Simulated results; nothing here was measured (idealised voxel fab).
Title: Process Module voxel wiring stack
The cross-section shown here is cut; it is 260 nm wide and divided into square cells measuring 5 nm on a side.
Format of a cross-section: grid, square cells. Given as bands. Order: top down. Band: one or more rows of cells.
Per band: top height and bottom height in nm, followed by the left-to-right materials and their widths in nm; "everywhere" marks a single material spanning edge to edge, "blank" marks empty space.
Counting heights begins at 0, where everything beneath is, in the wafer as received, one material. The lowest band has no bottom; it goes on downwards, as "0 nm and below" shows.
It should be noted that a width expressed as "30..40" varies in equal increments from row to row of cells within the band, taking the value of the first number at the top row and that of the second number at the bottom row.
The cross-section has no changed cell in any step marked "no modifications".
Empty spaces without an open route to the top, at least 8 cells in extent, make up the entry "Fully sealed voids"; each is given as width x height at distance, where the distance is measured from the left edge, and all are in nm.
Formally, on a step line, whatever follows the settings is a remark that the simulator itself makes on the step.
A step line may carry the setting "overlay nm", which, for steps involving a mask, states the distance by which the mask lay to the right of its intended position; negative values denote displacement to the left.
Layout of what follows: cross-section pairs, each bracketing one process step, the after cross-section shown only to the lowest band that changed, the step between and its settings noted under each pair. Pairs may originate in different runs of this module on the same starting wafer; a pair continues from the pair above only where its entry headed "Pre-step view" says so.
## Pre-step view
- 75 nm to 55 nm  resist 55 | blank 15 | resist 65 | blank 15 | resist 110
- 55 nm to 40 nm  SiO2 55 | blank 15 | resist 10 | SiO2 15 | resist 25 | SiO2 15 | blank 15 | resist 10 | SiO2 15 | resist 25 | SiO2 60
- 40 nm to 30 nm  SiO2 55 | blank 15 | SiO2 65 | blank 15 | SiO2 110
- 30 nm to 25 nm  SiCN everywhere
- 25 nm to 15 nm  SiO2 55 | TiN 5 | W 15 | TiN 5 | SiO2 15 | TiN 5 | W 15 | TiN 5 | SiO2 15 | TiN 5 | W 15 | TiN 5 | SiO2 15 | TiN 5 | W 15 | TiN 5 | SiO2 60
- 15 nm to 10 nm  SiCN 55 | TiN 25 | SiCN 15 | TiN 25 | SiCN 15 | TiN 25 | SiCN 15 | TiN 25 | SiCN 60
- 10 nm to 0 nm  SiO2 everywhere
- 0 nm and below  Si everywhere
- Fully sealed voids: none
## Section, Post-Step
- 75 nm to 55 nm  resist 55 | blank 15 | resist 65 | blank 15 | resist 110
- 55 nm to 40 nm  SiO2 55 | blank 15 | resist 10 | SiO2 15 | resist 25 | SiO2 15 | blank 15 | resist 10 | SiO2 15 | resist 25 | SiO2 60
- 40 nm to 30 nm  SiO2 55 | blank 15 | SiO2 65 | blank 15 | SiO2 110
- 30 nm to 25 nm  SiCN 55 | blank 15 | SiCN 65 | blank 15 | SiCN 110
- Below 25, no change.
- Fully sealed voids: none
Between the two cross-sections above, the process step reads DIRECTIONAL_ETCH, etch materials SiCN, depth nm 5
Pre-step view: The prior state of this step coincides with the post-step cross-section of the pair just above.
## Section, Post-Step
- 55 nm to 40 nm  SiO2 55 | blank 25 | SiO2 15 | blank 25 | SiO2 15 | blank 25 | SiO2 15 | blank 25 | SiO2 60
- Below 40, no change.
- Fully sealed voids: none
Between the two cross-sections above, the process step reads STRIP, etch materials resist
Pre-step view: The prior state of this step coincides with the post-step cross-section of the pair just above.
## Section, Post-Step
- 60 nm to 55 nm  TiN 60 | blank 15 | TiN 25 | blank 15 | TiN 25 | blank 15 | TiN 25 | blank 15 | TiN 65
- 55 nm to 45 nm  SiO2 55 | TiN 5 | blank 15 | TiN 5 | SiO2 15 | TiN 5 | blank 15 | TiN 5 | SiO2 15 | TiN 5 | blank 15 | TiN 5 | SiO2 15 | TiN 5 | blank 15 | TiN 5 | SiO2 60
- 45 nm to 40 nm  SiO2 55 | TiN 5 | blank 5 | TiN 15 | SiO2 15 | TiN 25 | SiO2 15 | TiN 5 | blank 5 | TiN 15 | SiO2 15 | TiN 25 | SiO2 60
- 40 nm to 30 nm  SiO2 55 | TiN 5 | blank 5 | TiN 5 | SiO2 65 | TiN 5 | blank 5 | TiN 5 | SiO2 110
- 30 nm to 25 nm  SiCN 55 | TiN 15 | SiCN 65 | TiN 15 | SiCN 110
- Below 25, no change.
- Fully sealed voids: none
Between the two cross-sections above, the process step reads CONFORMAL_DEP, material TiN, thk nm 5
Pre-step view: The prior state of this step coincides with the post-step cross-section of the pair just above.
## Section, Post-Step
- 70 nm to 60 nm  Cu everywhere
- 60 nm to 55 nm  TiN 60 | Cu 15 | TiN 25 | Cu 15 | TiN 25 | Cu 15 | TiN 25 | Cu 15 | TiN 65
- 55 nm to 45 nm  SiO2 55 | TiN 5 | Cu 15 | TiN 5 | SiO2 15 | TiN 5 | Cu 15 | TiN 5 | SiO2 15 | TiN 5 | Cu 15 | TiN 5 | SiO2 15 | TiN 5 | Cu 15 | TiN 5 | SiO2 60
- 45 nm to 40 nm  SiO2 55 | TiN 5 | Cu 5 | TiN 15 | SiO2 15 | TiN 25 | SiO2 15 | TiN 5 | Cu 5 | TiN 15 | SiO2 15 | TiN 25 | SiO2 60
- 40 nm to 30 nm  SiO2 55 | TiN 5 | Cu 5 | TiN 5 | SiO2 65 | TiN 5 | Cu 5 | TiN 5 | SiO2 110
- Below 30, no change.
- Fully sealed voids: none
Between the two cross-sections above, the process step reads FILL_DEP, material Cu, thk nm 10
Pre-step view: The prior state of this step coincides with the post-step cross-section of the pair just above.
## Section, Post-Step
- 65 nm to 60 nm  Cu everywhere
- Below 60, no change.
- Fully sealed voids: none
Between the two cross-sections above, the process step reads CMP, height nm 65
Pre-step view: The prior state of this step coincides with the post-step cross-section of the pair just above.
## Section, Post-Step
- 70 nm to 65 nm  SiN everywhere
- Below 65, no change.
- Fully sealed voids: none
Between the two cross-sections above, the process step reads CONFORMAL_DEP, material SiN, thk nm 5
## Pre-step view
- 65 nm to 40 nm  SiO2 everywhere
- 40 nm to 35 nm  SiCN everywhere
- 35 nm to 15 nm  SiO2 55 | TiN 5 | W 15 | TiN 5 | SiO2 15 | TiN 5 | W 15 | TiN 5 | SiO2 15 | TiN 5 | W 15 | TiN 5 | SiO2 15 | TiN 5 | W 15 | TiN 5 | SiO2 60
- 15 nm to 10 nm  SiCN 55 | TiN 25 | SiCN 15 | TiN 25 | SiCN 15 | TiN 25 | SiCN 15 | TiN 25 | SiCN 60
- 10 nm to 0 nm  SiO2 everywhere
- 0 nm and below  Si everywhere
- Fully sealed voids: none
## Section, Post-Step
- 85 nm to 65 nm  resist 60 | blank 15 | resist 25 | blank 15 | resist 25 | blank 15 | resist 25 | blank 15 | resist 65
- Below 65, no change.
- Fully sealed voids: none
Between the two cross-sections above, the process step reads PATTERN, tone open, mask id METAL_2, material resist, width nm 15, pitch nm 40, thk nm 20, overlay nm 0
Pre-step view: The prior state of this step coincides with the post-step cross-section of the pair just above.
## Section, Post-Step
- 85 nm to 65 nm  resist 60 | blank 15 | resist 25 | blank 15 | resist 25 | blank 15 | resist 25 | blank 15 | resist 65
- 65 nm to 50 nm  SiO2 60 | blank 15 | SiO2 25 | blank 15 | SiO2 25 | blank 15 | SiO2 25 | blank 15 | SiO2 65
- Below 50, no change.
- Fully sealed voids: none
Between the two cross-sections above, the process step reads DIRECTIONAL_ETCH, etch materials SiO2, depth nm 15
Pre-step view: The prior state of this step coincides with the post-step cross-section of the pair just above.
## Section, Post-Step
- 65 nm to 50 nm  SiO2 60 | blank 15 | SiO2 25 | blank 15 | SiO2 25 | blank 15 | SiO2 25 | blank 15 | SiO2 65
- Below 50, no change.
- Fully sealed voids: none
Between the two cross-sections above, the process step reads STRIP, etch materials resist
Pre-step view: The prior state of this step coincides with the post-step cross-section of the pair just above.
## Section, Post-Step
- 85 nm to 65 nm  resist 55 | blank 15 | resist 65 | blank 15 | resist 110
- 65 nm to 50 nm  SiO2 60 | blank 10 | resist 5 | SiO2 25 | resist 15 | SiO2 25 | blank 10 | resist 5 | SiO2 25 | resist 15 | SiO2 65
- Below 50, no change.
- Fully sealed voids: none
Between the two cross-sections above, the process step reads PATTERN, tone open, mask id METAL_2_HOLES, material resist, width nm 15, pitch nm 80, thk nm 20, overlay nm 0
Pre-step view: The prior state of this step coincides with the post-step cross-section of the pair just above.
## Section, Post-Step
- 85 nm to 65 nm  resist 55 | blank 15 | resist 65 | blank 15 | resist 110
- 65 nm to 55 nm  SiO2 55 | blank 15 | resist 5 | SiO2 25 | resist 15 | SiO2 20 | blank 15 | resist 5 | SiO2 25 | resist 15 | SiO2 65
- 55 nm to 50 nm  SiO2 60 | blank 10 | resist 5 | SiO2 25 | resist 15 | SiO2 25 | blank 10 | resist 5 | SiO2 25 | resist 15 | SiO2 65
- 50 nm to 40 nm  SiO2 60 | blank 10 | SiO2 70 | blank 10 | SiO2 110
- Below 40, no change.
- Fully sealed voids: none
Between the two cross-sections above, the process step reads DIRECTIONAL_ETCH, etch materials SiO2, depth nm 10
Pre-step view: The prior state of this step coincides with the post-step cross-section of the pair just above.
## Section, Post-Step
- 85 nm to 65 nm  resist 55 | blank 15 | resist 65 | blank 15 | resist 110
- 65 nm to 55 nm  SiO2 55 | blank 15 | resist 5 | SiO2 25 | resist 15 | SiO2 20 | blank 15 | resist 5 | SiO2 25 | resist 15 | SiO2 65
- 55 nm to 50 nm  SiO2 60 | blank 10 | resist 5 | SiO2 25 | resist 15 | SiO2 25 | blank 10 | resist 5 | SiO2 25 | resist 15 | SiO2 65
- 50 nm to 40 nm  SiO2 60 | blank 10 | SiO2 70 | blank 10 | SiO2 110
- 40 nm to 35 nm  SiCN 60 | blank 10 | SiCN 70 | blank 10 | SiCN 110
- Below 35, no change.
- Fully sealed voids: none
Between the two cross-sections above, the process step reads DIRECTIONAL_ETCH, etch materials SiCN, depth nm 5
Pre-step view: The prior state of this step coincides with the post-step cross-section of the pair just above.
## Section, Post-Step
- 65 nm to 55 nm  SiO2 55 | blank 20 | SiO2 25 | blank 15 | SiO2 20 | blank 20 | SiO2 25 | blank 15 | SiO2 65
- 55 nm to 50 nm  SiO2 60 | blank 15 | SiO2 25 | blank 15 | SiO2 25 | blank 15 | SiO2 25 | blank 15 | SiO2 65
- Below 50, no change.
- Fully sealed voids: none
Between the two cross-sections above, the process step reads STRIP, etch materials resist
Pre-step view: The prior state of this step coincides with the post-step cross-section of the pair just above.
## Section, Post-Step
- 70 nm to 65 nm  TiN 60 | blank 10 | TiN 35 | blank 5 | TiN 30 | blank 10 | TiN 35 | blank 5 | TiN 70
- 65 nm to 55 nm  SiO2 55 | TiN 5..10 | blank 10..5 | TiN 5 | SiO2 25 | TiN 5 | blank 5 | TiN 5 | SiO2 20 | TiN 5..10 | blank 10..5 | TiN 5 | SiO2 25 | TiN 5 | blank 5 | TiN 5 | SiO2 65
- 55 nm to 50 nm  SiO2 60 | TiN 15 | SiO2 25 | TiN 15 | SiO2 25 | TiN 15 | SiO2 25 | TiN 15 | SiO2 65
- 50 nm to 40 nm  SiO2 60 | TiN 10 | SiO2 70 | TiN 10 | SiO2 110
- 40 nm to 35 nm  SiCN 60 | TiN 10 | SiCN 70 | TiN 10 | SiCN 110
- Below 35, no change.
- Fully sealed voids: none
Between the two cross-sections above, the process step reads CONFORMAL_DEP, material TiN, thk nm 5
Pre-step view: The prior state of this step coincides with the post-step cross-section of the pair just above.
## Section, Post-Step
- 80 nm to 70 nm  Cu everywhere
- 70 nm to 65 nm  TiN 60 | Cu 10 | TiN 35 | Cu 5 | TiN 30 | Cu 10 | TiN 35 | Cu 5 | TiN 70
- 65 nm to 55 nm  SiO2 55 | TiN 5..10 | Cu 10..5 | TiN 5 | SiO2 25 | TiN 5 | Cu 5 | TiN 5 | SiO2 20 | TiN 5..10 | Cu 10..5 | TiN 5 | SiO2 25 | TiN 5 | Cu 5 | TiN 5 | SiO2 65
- Below 55, no change.
- Fully sealed voids: none
Between the two cross-sections above, the process step reads FILL_DEP, material Cu, thk nm 10
Pre-step view: The prior state of this step coincides with the post-step cross-section of the pair just above.
## Section, Post-Step
- 65 nm to 55 nm  SiO2 55 | TiN 5..10 | Cu 10..5 | TiN 5 | SiO2 25 | TiN 5 | Cu 5 | TiN 5 | SiO2 20 | TiN 5..10 | Cu 10..5 | TiN 5 | SiO2 25 | TiN 5 | Cu 5 | TiN 5 | SiO2 65
- Below 55, no change.
- Fully sealed voids: none
Between the two cross-sections above, the process step reads CMP, height nm 65
Pre-step view: The prior state of this step coincides with the post-step cross-section of the pair just above.
## Section, Post-Step
- 70 nm to 65 nm  SiN everywhere
- Below 65, no change.
- Fully sealed voids: none
Between the two cross-sections above, the process step reads CONFORMAL_DEP, material SiN, thk nm 5
## Pre-step view
- 65 nm to 50 nm  SiO2 55 | blank 25 | SiO2 15 | blank 25 | SiO2 15 | blank 25 | SiO2 15 | blank 25 | SiO2 60
- 50 nm to 40 nm  SiO2 everywhere
- 40 nm to 35 nm  SiCN everywhere
- 35 nm to 15 nm  SiO2 55 | TiN 5 | W 15 | TiN 5 | SiO2 15 | TiN 5 | W 15 | TiN 5 | SiO2 15 | TiN 5 | W 15 | TiN 5 | SiO2 15 | TiN 5 | W 15 | TiN 5 | SiO2 60
- 15 nm to 10 nm  SiCN 55 | TiN 25 | SiCN 15 | TiN 25 | SiCN 15 | TiN 25 | SiCN 15 | TiN 25 | SiCN 60
- 10 nm to 0 nm  SiO2 everywhere
- 0 nm and below  Si everywhere
- Fully sealed voids: none
## Section, Post-Step
- 85 nm to 65 nm  resist 50 | blank 15 | resist 65 | blank 15 | resist 115
- 65 nm to 50 nm  SiO2 55 | blank 10 | resist 15 | SiO2 15 | resist 25 | SiO2 15 | blank 10 | resist 15 | SiO2 15 | resist 25 | SiO2 60
- Below 50, no change.
- Fully sealed voids: none
Between the two cross-sections above, the process step reads PATTERN, tone open, mask id METAL_2_HOLES, material resist, width nm 15, pitch nm 80, thk nm 20, overlay nm -5
Pre-step view: The prior state of this step coincides with the post-step cross-section of the pair just above.
## Section, Post-Step
- 85 nm to 65 nm  resist 50 | blank 15 | resist 65 | blank 15 | resist 115
- 65 nm to 55 nm  SiO2 50 | blank 15 | resist 15 | SiO2 15 | resist 25 | SiO2 10 | blank 15 | resist 15 | SiO2 15 | resist 25 | SiO2 60
- 55 nm to 50 nm  SiO2 55 | blank 10 | resist 15 | SiO2 15 | resist 25 | SiO2 15 | blank 10 | resist 15 | SiO2 15 | resist 25 | SiO2 60
- 50 nm to 40 nm  SiO2 55 | blank 10 | SiO2 70 | blank 10 | SiO2 115
- Below 40, no change.
- Fully sealed voids: none
Between the two cross-sections above, the process step reads DIRECTIONAL_ETCH, etch materials SiO2, depth nm 10
Pre-step view: The prior state of this step coincides with the post-step cross-section of the pair just above.
## Section, Post-Step
- 85 nm to 65 nm  resist 50 | blank 15 | resist 65 | blank 15 | resist 115
- 65 nm to 55 nm  SiO2 50 | blank 15 | resist 15 | SiO2 15 | resist 25 | SiO2 10 | blank 15 | resist 15 | SiO2 15 | resist 25 | SiO2 60
- 55 nm to 50 nm  SiO2 55 | blank 10 | resist 15 | SiO2 15 | resist 25 | SiO2 15 | blank 10 | resist 15 | SiO2 15 | resist 25 | SiO2 60
- 50 nm to 40 nm  SiO2 55 | blank 10 | SiO2 70 | blank 10 | SiO2 115
- 40 nm to 35 nm  SiCN 55 | blank 10 | SiCN 70 | blank 10 | SiCN 115
- Below 35, no change.
- Fully sealed voids: none
Between the two cross-sections above, the process step reads DIRECTIONAL_ETCH, etch materials SiCN, depth nm 5
Pre-step view: The prior state of this step coincides with the post-step cross-section of the pair just above.
## Section, Post-Step
- 65 nm to 55 nm  SiO2 50 | blank 30 | SiO2 15 | blank 25 | SiO2 10 | blank 30 | SiO2 15 | blank 25 | SiO2 60
- 55 nm to 50 nm  SiO2 55 | blank 25 | SiO2 15 | blank 25 | SiO2 15 | blank 25 | SiO2 15 | blank 25 | SiO2 60
- Below 50, no change.
- Fully sealed voids: none
Between the two cross-sections above, the process step reads STRIP, etch materials resist
Pre-step view: The prior state of this step coincides with the post-step cross-section of the pair just above.
## Section, Post-Step
- 70 nm to 65 nm  TiN 55 | blank 20 | TiN 25 | blank 15 | TiN 20 | blank 20 | TiN 25 | blank 15 | TiN 65
- 65 nm to 55 nm  SiO2 50 | TiN 5..10 | blank 20..15 | TiN 5 | SiO2 15 | TiN 5 | blank 15 | TiN 5 | SiO2 10 | TiN 5..10 | blank 20..15 | TiN 5 | SiO2 15 | TiN 5 | blank 15 | TiN 5 | SiO2 60
- 55 nm to 50 nm  SiO2 55 | TiN 25 | SiO2 15 | TiN 25 | SiO2 15 | TiN 25 | SiO2 15 | TiN 25 | SiO2 60
- 50 nm to 40 nm  SiO2 55 | TiN 10 | SiO2 70 | TiN 10 | SiO2 115
- 40 nm to 35 nm  SiCN 55 | TiN 10 | SiCN 70 | TiN 10 | SiCN 115
- Below 35, no change.
- Fully sealed voids: none
Between the two cross-sections above, the process step reads CONFORMAL_DEP, material TiN, thk nm 5
Pre-step view: The prior state of this step coincides with the post-step cross-section of the pair just above.
## Section, Post-Step
- 80 nm to 70 nm  Cu everywhere
- 70 nm to 65 nm  TiN 55 | Cu 20 | TiN 25 | Cu 15 | TiN 20 | Cu 20 | TiN 25 | Cu 15 | TiN 65
- 65 nm to 55 nm  SiO2 50 | TiN 5..10 | Cu 20..15 | TiN 5 | SiO2 15 | TiN 5 | Cu 15 | TiN 5 | SiO2 10 | TiN 5..10 | Cu 20..15 | TiN 5 | SiO2 15 | TiN 5 | Cu 15 | TiN 5 | SiO2 60
- Below 55, no change.
- Fully sealed voids: none
Between the two cross-sections above, the process step reads FILL_DEP, material Cu, thk nm 10
Pre-step view: The prior state of this step coincides with the post-step cross-section of the pair just above.
## Section, Post-Step
- 65 nm to 55 nm  SiO2 50 | TiN 5..10 | Cu 20..15 | TiN 5 | SiO2 15 | TiN 5 | Cu 15 | TiN 5 | SiO2 10 | TiN 5..10 | Cu 20..15 | TiN 5 | SiO2 15 | TiN 5 | Cu 15 | TiN 5 | SiO2 60
- Below 55, no change.
- Fully sealed voids: none
Between the two cross-sections above, the process step reads CMP, height nm 65
Pre-step view: The prior state of this step coincides with the post-step cross-section of the pair just above.
## Section, Post-Step
- 70 nm to 65 nm  SiN everywhere
- Below 65, no change.
- Fully sealed voids: none
Between the two cross-sections above, the process step reads CONFORMAL_DEP, material SiN, thk nm 5
## Pre-step view
- 65 nm to 50 nm  SiO2 55 | blank 25 | SiO2 15 | blank 25 | SiO2 15 | blank 25 | SiO2 15 | blank 25 | SiO2 60
- 50 nm to 40 nm  SiO2 55 | blank 15 | SiO2 65 | blank 15 | SiO2 110
- 40 nm to 35 nm  SiCN 55 | blank 15 | SiCN 65 | blank 15 | SiCN 110
- 35 nm to 15 nm  SiO2 55 | TiN 5 | W 15 | TiN 5 | SiO2 15 | TiN 5 | W 15 | TiN 5 | SiO2 15 | TiN 5 | W 15 | TiN 5 | SiO2 15 | TiN 5 | W 15 | TiN 5 | SiO2 60
- 15 nm to 10 nm  SiCN 55 | TiN 25 | SiCN 15 | TiN 25 | SiCN 15 | TiN 25 | SiCN 15 | TiN 25 | SiCN 60
- 10 nm to 0 nm  SiO2 everywhere
- 0 nm and below  Si everywhere
- Fully sealed voids: none
## Section, Post-Step
- 70 nm to 65 nm  W 60 | blank 15 | W 25 | blank 15 | W 25 | blank 15 | W 25 | blank 15 | W 65
- 65 nm to 55 nm  SiO2 55 | W 5 | blank 15 | W 5 | SiO2 15 | W 5 | blank 15 | W 5 | SiO2 15 | W 5 | blank 15 | W 5 | SiO2 15 | W 5 | blank 15 | W 5 | SiO2 60
- 55 nm to 50 nm  SiO2 55 | W 5 | blank 5 | W 15 | SiO2 15 | W 25 | SiO2 15 | W 5 | blank 5 | W 15 | SiO2 15 | W 25 | SiO2 60
- 50 nm to 40 nm  SiO2 55 | W 5 | blank 5 | W 5 | SiO2 65 | W 5 | blank 5 | W 5 | SiO2 110
- 40 nm to 35 nm  SiCN 55 | W 15 | SiCN 65 | W 15 | SiCN 110
- Below 35, no change.
- Fully sealed voids: none
Between the two cross-sections above, the process step reads CONFORMAL_DEP, material W, thk nm 5
Pre-step view: The prior state of this step coincides with the post-step cross-section of the pair just above.
## Section, Post-Step
- 80 nm to 70 nm  Cu everywhere
- 70 nm to 65 nm  W 60 | Cu 15 | W 25 | Cu 15 | W 25 | Cu 15 | W 25 | Cu 15 | W 65
- 65 nm to 55 nm  SiO2 55 | W 5 | Cu 15 | W 5 | SiO2 15 | W 5 | Cu 15 | W 5 | SiO2 15 | W 5 | Cu 15 | W 5 | SiO2 15 | W 5 | Cu 15 | W 5 | SiO2 60
- 55 nm to 50 nm  SiO2 55 | W 5 | Cu 5 | W 15 | SiO2 15 | W 25 | SiO2 15 | W 5 | Cu 5 | W 15 | SiO2 15 | W 25 | SiO2 60
- 50 nm to 40 nm  SiO2 55 | W 5 | Cu 5 | W 5 | SiO2 65 | W 5 | Cu 5 | W 5 | SiO2 110
- Below 40, no change.
- Fully sealed voids: none
Between the two cross-sections above, the process step reads FILL_DEP, material Cu, thk nm 10
Pre-step view: The prior state of this step coincides with the post-step cross-section of the pair just above.
## Section, Post-Step
- 65 nm to 55 nm  SiO2 55 | W 5 | Cu 15 | W 5 | SiO2 15 | W 5 | Cu 15 | W 5 | SiO2 15 | W 5 | Cu 15 | W 5 | SiO2 15 | W 5 | Cu 15 | W 5 | SiO2 60
- Below 55, no change.
- Fully sealed voids: none
Between the two cross-sections above, the process step reads CMP, height nm 65
Pre-step view: The prior state of this step coincides with the post-step cross-section of the pair just above.
## Section, Post-Step
- 70 nm to 65 nm  SiN everywhere
- Below 65, no change.
- Fully sealed voids: none
Between the two cross-sections above, the process step reads CONFORMAL_DEP, material SiN, thk nm 5
## Pre-step view
- 35 nm to 15 nm  SiO2 everywhere
- 15 nm to 10 nm  SiCN everywhere
- 10 nm to 0 nm  SiO2 everywhere
- 0 nm and below  Si everywhere
- Fully sealed voids: none
## Section, Post-Step
- 50 nm to 35 nm  blank 55 | resist 25 | blank 15 | resist 25 | blank 15 | resist 25 | blank 15 | resist 25 | blank 60
- Below 35, no change.
- Fully sealed voids: none
Between the two cross-sections above, the process step reads PATTERN, tone cover, mask id METAL_1, material resist, width nm 25, pitch nm 40, thk nm 15, overlay nm 0
Pre-step view: The prior state of this step coincides with the post-step cross-section of the pair just above.
## Section, Post-Step
- 50 nm to 35 nm  blank 55 | resist 25 | blank 15 | resist 25 | blank 15 | resist 25 | blank 15 | resist 25 | blank 60
- 35 nm to 15 nm  blank 55 | SiO2 25 | blank 15 | SiO2 25 | blank 15 | SiO2 25 | blank 15 | SiO2 25 | blank 60
- Below 15, no change.
- Fully sealed voids: none
Between the two cross-sections above, the process step reads DIRECTIONAL_ETCH, etch materials SiO2, depth nm 20
Pre-step view: The prior state of this step coincides with the post-step cross-section of the pair just above.
## Section, Post-Step
- 50 nm to 35 nm  blank 55 | resist 25 | blank 15 | resist 25 | blank 15 | resist 25 | blank 15 | resist 25 | blank 60
- 35 nm to 15 nm  blank 55 | SiO2 25 | blank 15 | SiO2 25 | blank 15 | SiO2 25 | blank 15 | SiO2 25 | blank 60
- 15 nm to 10 nm  blank 55 | SiCN 25 | blank 15 | SiCN 25 | blank 15 | SiCN 25 | blank 15 | SiCN 25 | blank 60
- Below 10, no change.
- Fully sealed voids: none
Between the two cross-sections above, the process step reads DIRECTIONAL_ETCH, etch materials SiCN, depth nm 5
Pre-step view: The prior state of this step coincides with the post-step cross-section of the pair just above.
## Section, Post-Step
- 35 nm to 15 nm  blank 55 | SiO2 25 | blank 15 | SiO2 25 | blank 15 | SiO2 25 | blank 15 | SiO2 25 | blank 60
- Below 15, no change.
- Fully sealed voids: none
Between the two cross-sections above, the process step reads STRIP, etch materials resist
Pre-step view: The prior state of this step coincides with the post-step cross-section of the pair just above.
## Section, Post-Step
- 40 nm to 35 nm  blank 50 | TiN 35 | blank 5 | TiN 35 | blank 5 | TiN 35 | blank 5 | TiN 35 | blank 55
- 35 nm to 15 nm  blank 50 | TiN 5 | SiO2 25 | TiN 5 | blank 5 | TiN 5 | SiO2 25 | TiN 5 | blank 5 | TiN 5 | SiO2 25 | TiN 5 | blank 5 | TiN 5 | SiO2 25 | TiN 5 | blank 55
- 15 nm to 10 nm  TiN 55 | SiCN 25 | TiN 15 | SiCN 25 | TiN 15 | SiCN 25 | TiN 15 | SiCN 25 | TiN 60
- Below 10, no change.
- Fully sealed voids: none
Between the two cross-sections above, the process step reads CONFORMAL_DEP, material TiN, thk nm 5
Pre-step view: The prior state of this step coincides with the post-step cross-section of the pair just above.
## Section, Post-Step
- 50 nm to 40 nm  W everywhere
- 40 nm to 35 nm  W 50 | TiN 35 | W 5 | TiN 35 | W 5 | TiN 35 | W 5 | TiN 35 | W 55
- 35 nm to 15 nm  W 50 | TiN 5 | SiO2 25 | TiN 5 | W 5 | TiN 5 | SiO2 25 | TiN 5 | W 5 | TiN 5 | SiO2 25 | TiN 5 | W 5 | TiN 5 | SiO2 25 | TiN 5 | W 55
- Below 15, no change.
- Fully sealed voids: none
Between the two cross-sections above, the process step reads FILL_DEP, material W, thk nm 10
Pre-step view: The prior state of this step coincides with the post-step cross-section of the pair just above.
## Section, Post-Step
- 35 nm to 15 nm  W 50 | TiN 5 | SiO2 25 | TiN 5 | W 5 | TiN 5 | SiO2 25 | TiN 5 | W 5 | TiN 5 | SiO2 25 | TiN 5 | W 5 | TiN 5 | SiO2 25 | TiN 5 | W 55
- Below 15, no change.
- Fully sealed voids: none
Between the two cross-sections above, the process step reads CMP, height nm 35
Pre-step view: The prior state of this step coincides with the post-step cross-section of the pair just above.
## Section, Post-Step
- 40 nm to 35 nm  SiCN everywhere
- Below 35, no change.
- Fully sealed voids: none
Between the two cross-sections above, the process step reads CONFORMAL_DEP, material SiCN, thk nm 5
Pre-step view: The prior state of this step coincides with the post-step cross-section of the pair just above.
## Section, Post-Step
- 65 nm to 40 nm  SiO2 everywhere
- Below 40, no change.
- Fully sealed voids: none
Between the two cross-sections above, the process step reads DIRECTIONAL_DEP, material SiO2, thk nm 25
Pre-step view: The prior state of this step coincides with the post-step cross-section of the pair just above.
## Section, Post-Step
- 85 nm to 65 nm  resist 55 | blank 25 | resist 15 | blank 25 | resist 15 | blank 25 | resist 15 | blank 25 | resist 60
- Below 65, no change.
- Fully sealed voids: none
Between the two cross-sections above, the process step reads PATTERN, tone open, mask id METAL_2, material resist, width nm 25, pitch nm 40, thk nm 20, overlay nm 0
Pre-step view: The prior state of this step coincides with the post-step cross-section of the pair just above.
## Section, Post-Step
- 85 nm to 65 nm  resist 55 | blank 25 | resist 15 | blank 25 | resist 15 | blank 25 | resist 15 | blank 25 | resist 60
- 65 nm to 50 nm  SiO2 55 | blank 25 | SiO2 15 | blank 25 | SiO2 15 | blank 25 | SiO2 15 | blank 25 | SiO2 60
- Below 50, no change.
- Fully sealed voids: none
Between the two cross-sections above, the process step reads DIRECTIONAL_ETCH, etch materials SiO2, depth nm 15
Pre-step view: The prior state of this step coincides with the post-step cross-section of the pair just above.
## Section, Post-Step
- 65 nm to 50 nm  SiO2 55 | blank 25 | SiO2 15 | blank 25 | SiO2 15 | blank 25 | SiO2 15 | blank 25 | SiO2 60
- Below 50, no change.
- Fully sealed voids: none
Between the two cross-sections above, the process step reads STRIP, etch materials resist
Pre-step view: The prior state of this step coincides with the post-step cross-section of the pair just above.
## Section, Post-Step
- 85 nm to 65 nm  resist 55 | blank 15 | resist 65 | blank 15 | resist 110
- 65 nm to 50 nm  SiO2 55 | blank 15 | resist 10 | SiO2 15 | resist 25 | SiO2 15 | blank 15 | resist 10 | SiO2 15 | resist 25 | SiO2 60
- Below 50, no change.
- Fully sealed voids: none
Between the two cross-sections above, the process step reads PATTERN, tone open, mask id METAL_2_HOLES, material resist, width nm 15, pitch nm 80, thk nm 20, overlay nm 0
Pre-step view: The prior state of this step coincides with the post-step cross-section of the pair just above.
## Section, Post-Step
- 85 nm to 65 nm  resist 55 | blank 15 | resist 65 | blank 15 | resist 110
- 65 nm to 50 nm  SiO2 55 | blank 15 | resist 10 | SiO2 15 | resist 25 | SiO2 15 | blank 15 | resist 10 | SiO2 15 | resist 25 | SiO2 60
- 50 nm to 40 nm  SiO2 55 | blank 15 | SiO2 65 | blank 15 | SiO2 110
- Below 40, no change.
- Fully sealed voids: none
Between the two cross-sections above, the process step reads DIRECTIONAL_ETCH, etch materials SiO2, depth nm 10
Pre-step view: The prior state of this step coincides with the post-step cross-section of the pair just above.
## Section, Post-Step
- 85 nm to 65 nm  resist 55 | blank 15 | resist 65 | blank 15 | resist 110
- 65 nm to 50 nm  SiO2 55 | blank 15 | resist 10 | SiO2 15 | resist 25 | SiO2 15 | blank 15 | resist 10 | SiO2 15 | resist 25 | SiO2 60
- 50 nm to 40 nm  SiO2 55 | blank 15 | SiO2 65 | blank 15 | SiO2 110
- 40 nm to 35 nm  SiCN 55 | blank 15 | SiCN 65 | blank 15 | SiCN 110
- Below 35, no change.
- Fully sealed voids: none
Between the two cross-sections above, the process step reads DIRECTIONAL_ETCH, etch materials SiCN, depth nm 5
Pre-step view: The prior state of this step coincides with the post-step cross-section of the pair just above.
## Section, Post-Step
- 65 nm to 50 nm  SiO2 55 | blank 25 | SiO2 15 | blank 25 | SiO2 15 | blank 25 | SiO2 15 | blank 25 | SiO2 60
- Below 50, no change.
- Fully sealed voids: none
Between the two cross-sections above, the process step reads STRIP, etch materials resist
Pre-step view: The prior state of this step coincides with the post-step cross-section of the pair just above.
## Section, Post-Step
- 70 nm to 65 nm  TiN 60 | blank 15 | TiN 25 | blank 15 | TiN 25 | blank 15 | TiN 25 | blank 15 | TiN 65
- 65 nm to 55 nm  SiO2 55 | TiN 5 | blank 15 | TiN 5 | SiO2 15 | TiN 5 | blank 15 | TiN 5 | SiO2 15 | TiN 5 | blank 15 | TiN 5 | SiO2 15 | TiN 5 | blank 15 | TiN 5 | SiO2 60
- 55 nm to 50 nm  SiO2 55 | TiN 5 | blank 5 | TiN 15 | SiO2 15 | TiN 25 | SiO2 15 | TiN 5 | blank 5 | TiN 15 | SiO2 15 | TiN 25 | SiO2 60
- 50 nm to 40 nm  SiO2 55 | TiN 5 | blank 5 | TiN 5 | SiO2 65 | TiN 5 | blank 5 | TiN 5 | SiO2 110
- 40 nm to 35 nm  SiCN 55 | TiN 15 | SiCN 65 | TiN 15 | SiCN 110
- Below 35, no change.
- Fully sealed voids: none
Between the two cross-sections above, the process step reads CONFORMAL_DEP, material TiN, thk nm 5
